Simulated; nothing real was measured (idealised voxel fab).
process module | voxel double patterning
cross-section cut | 290 nm wide | cells 5 nm
A cross-section is a grid of square cells, given in bands from the top down. A band is one or more rows of cells.
Each band's line starts with the height of the band's top and of its bottom, in nm. Then come its materials from left to right, each with its width in nm. One material with "throughout" fills the band from edge to edge. "air" is empty space.
Height 0 is the level under which the wafer as received is all one material. The lowest band goes on downwards, as in "0 down".
A width such as "30 to 40" changes by the same amount from each row of cells to the next, from the band's top row to its bottom row.
"no change" after a step means that no cell of the cross-section changed.
closed voids: empty space of 8 cells or more with no open way to the top, each as width x height at its distance from the left edge, in nm
after a step's settings: what the simulator itself notes on the step
overlay nm, on a step with a mask: how far to the right of its planned place the mask lay; to the left if negative
plan
1 op RECEIVE | material Si
2 op CONFORMAL_DEP | material SiO2 | thk nm 5
3 op DIRECTIONAL_DEP | material TiN | thk nm 20
4 op DIRECTIONAL_DEP | material SiCN | thk nm 10
5 op DIRECTIONAL_DEP | material aC | thk nm 10
6 op PATTERN | tone open | mask id FIRST | material resist | width nm 15 | pitch nm 50 | thk nm 25 | overlay nm 0
7 op DIRECTIONAL_ETCH | etch materials aC | depth nm 10
8 op STRIP | etch materials resist
9 op DIRECTIONAL_ETCH | etch materials SiCN | depth nm 10
10 op STRIP | etch materials aC
11 op DIRECTIONAL_DEP | material aC | thk nm 15
12 op PATTERN | tone open | mask id SECOND | material resist | width nm 15 | pitch nm 50 | thk nm 35 | overlay nm 0
13 op DIRECTIONAL_ETCH | etch materials aC | depth nm 15
14 op STRIP | etch materials resist
15 op DIRECTIONAL_ETCH | etch materials SiCN | depth nm 10
16 op STRIP | etch materials aC
17 op DIRECTIONAL_ETCH | etch materials TiN | depth nm 20
18 op STRIP | etch materials SiCN
as received, after step 1
  0 down: Si throughout
  closed voids: none
first wafer at the end, as planned
  25 to 5: TiN 85 | air 15 | TiN 10 | air 15 | TiN 10 | air 15 | TiN 10 | air 15 | TiN 10 | air 15 | TiN 90
  5 to 0: SiO2 throughout
  0 down: Si throughout
  closed voids: none
second wafer at the end: like start, like plan, one mistake
  20 to 5: TiN 85 | air 15 | TiN 10 | air 15 | TiN 10 | air 15 | TiN 10 | air 15 | TiN 10 | air 15 | TiN 90
  5 to 0: SiO2 throughout
  0 down: Si throughout
  closed voids: none
what went wrong: step 3 ran as: op DIRECTIONAL_DEP | material TiN | thk nm 15
at the end the second wafer has, in cells: 43 fewer of TiN
